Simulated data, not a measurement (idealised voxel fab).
process module | voxel wiring stack
cross-section cut | 240 nm wide | cells 5 nm
A cross-section is a grid of square cells, given in bands from the top down. A band is one or more rows of cells.
Each band's line starts with the height of the band's top and of its bottom, in nm. Then come its materials from left to right, each with its width in nm. One material with "throughout" fills the band from edge to edge. "air" is empty space.
Height 0 is the level under which the wafer as received is all one material. The lowest band goes on downwards, as in "0 down".
A width such as "30 to 40" changes by the same amount from each row of cells to the next, from the band's top row to its bottom row.
"no change" after a step means that no cell of the cross-section changed.
closed voids: empty space of 8 cells or more with no open way to the top, each as width x height at its distance from the left edge, in nm
after a step's settings: what the simulator itself notes on the step
overlay nm, on a step with a mask: how far to the right of its planned place the mask lay; to the left if negative
plan
1 op RECEIVE | material Si
2 op CONFORMAL_DEP | material SiO2 | thk nm 10
3 op DIRECTIONAL_DEP | material TiN | thk nm 5
4 op DIRECTIONAL_DEP | material Ru | thk nm 15
5 op DIRECTIONAL_DEP | material aC | thk nm 10
6 op PATTERN | tone cover | mask id METAL_1 | material resist | width nm 20 | pitch nm 50 | thk nm 30 | overlay nm 0
7 op DIRECTIONAL_ETCH | etch materials aC | depth nm 10
8 op STRIP | etch materials resist
9 op DIRECTIONAL_ETCH | etch materials Ru | depth nm 15
10 op DIRECTIONAL_ETCH | etch materials TiN | depth nm 5
11 op STRIP | etch materials aC
12 op CONFORMAL_DEP | material SiN | thk nm 5
13 op FILL_DEP | material SiO2 | thk nm 10
14 op CMP | height nm 30
15 op CONFORMAL_DEP | material SiCN | thk nm 5
16 op DIRECTIONAL_DEP | material lowk | thk nm 10
17 op PATTERN | tone open | mask id PLUG_1 | material resist | width nm 15 | pitch nm 50 | thk nm 15 | overlay nm 0
18 op DIRECTIONAL_ETCH | etch materials lowk | depth nm 10
19 op DIRECTIONAL_ETCH | etch materials SiCN | depth nm 5
20 op STRIP | etch materials resist
21 op EPI | material Ru | thk nm 10
22 op EPI | material Ru | thk nm 5
23 op CONFORMAL_DEP | material SiN | thk nm 5
24 op DIRECTIONAL_DEP | material SiO2 | thk nm 20
25 op PATTERN | tone open | mask id METAL_2 | material resist | width nm 20 | pitch nm 50 | thk nm 15 | overlay nm 0
26 op DIRECTIONAL_ETCH | etch materials SiO2 | depth nm 20
27 op DIRECTIONAL_ETCH | etch materials SiN | depth nm 5
28 op STRIP | etch materials resist
29 op CONFORMAL_DEP | material TiN | thk nm 5
30 op FILL_DEP | material Cu | thk nm 5
31 op CMP | height nm 70
32 op EPI | material Ru | thk nm 5
33 op FILL_DEP | material SiCN | thk nm 5
34 op DIRECTIONAL_DEP | material SiO2 | thk nm 15
35 op MASKED_ETCH | tone open | mask id PLUG_2 | width nm 15 | pitch nm 50 | etch materials SiO2 | depth nm 15 | overlay nm 0
36 op MASKED_ETCH | tone open | mask id PLUG_2 | width nm 15 | pitch nm 50 | etch materials SiCN | depth nm 5 | overlay nm 0
37 op EPI | material Ru | thk nm 10
38 op EPI | material Ru | thk nm 10
39 op DIRECTIONAL_DEP | material TiN | thk nm 5
40 op DIRECTIONAL_DEP | material Ru | thk nm 25
41 op MASKED_ETCH | tone cover | mask id METAL_3 | width nm 20 | pitch nm 50 | etch materials Ru | depth nm 25 | overlay nm 0
42 op MASKED_ETCH | tone cover | mask id METAL_3 | width nm 20 | pitch nm 50 | etch materials TiN | depth nm 5 | overlay nm 0
43 op FILL_DEP | material lowk | thk nm 5
44 op CMP | height nm 125
45 op CONFORMAL_DEP | material SiN | thk nm 5
as received, after step 1
  0 down: Si throughout
  closed voids: none
a wafer at the end: this start, this plan, one mistake
  130 to 125: SiN throughout
  125 to 100: lowk 65 | Ru 15 | lowk 35 | Ru 15 | lowk 35 | Ru 15 | lowk 60
  100 to 95: lowk 60 | TiN 20 | lowk 30 | TiN 20 | lowk 30 | TiN 20 | lowk 60
  95 to 80: SiO2 60 | Ru 15 | SiO2 35 | Ru 15 | SiO2 35 | Ru 15 | SiO2 65
  80 to 70: SiCN 60 to 55 | Ru 15 to 30 | SiCN 35 to 20 | Ru 15 to 30 | SiCN 35 to 20 | Ru 15 to 30 | SiCN 65 to 55
  70 to 50: SiO2 60 | TiN 5 | Cu 10 | TiN 5 | SiO2 30 | TiN 5 | Cu 10 | TiN 5 | SiO2 30 | TiN 5 | Cu 10 | TiN 5 | SiO2 60
  50 to 45: SiN 60 | TiN 20 | SiN 30 | TiN 20 | SiN 30 | TiN 20 | SiN 60
  45 to 35: lowk 60 | Ru 15 | lowk 35 | Ru 15 | lowk 35 | Ru 15 | lowk 65
  35 to 30: SiCN 60 | Ru 15 | SiCN 35 | Ru 15 | SiCN 35 | Ru 15 | SiCN 65
  30 to 15: SiO2 55 | SiN 5 | Ru 20 | SiN 5 | SiO2 20 | SiN 5 | Ru 20 | SiN 5 | SiO2 20 | SiN 5 | Ru 20 | SiN 5 | SiO2 55
  15 to 10: SiN 60 | TiN 20 | SiN 30 | TiN 20 | SiN 30 | TiN 20 | SiN 60
  10 to 0: SiO2 throughout
  0 down: Si throughout
  closed voids: none
what went wrong: step 41 ran as: op MASKED_ETCH | tone cover | mask id METAL_3 | width nm 15 | pitch nm 50 | etch materials Ru | depth nm 25 | overlay nm 0
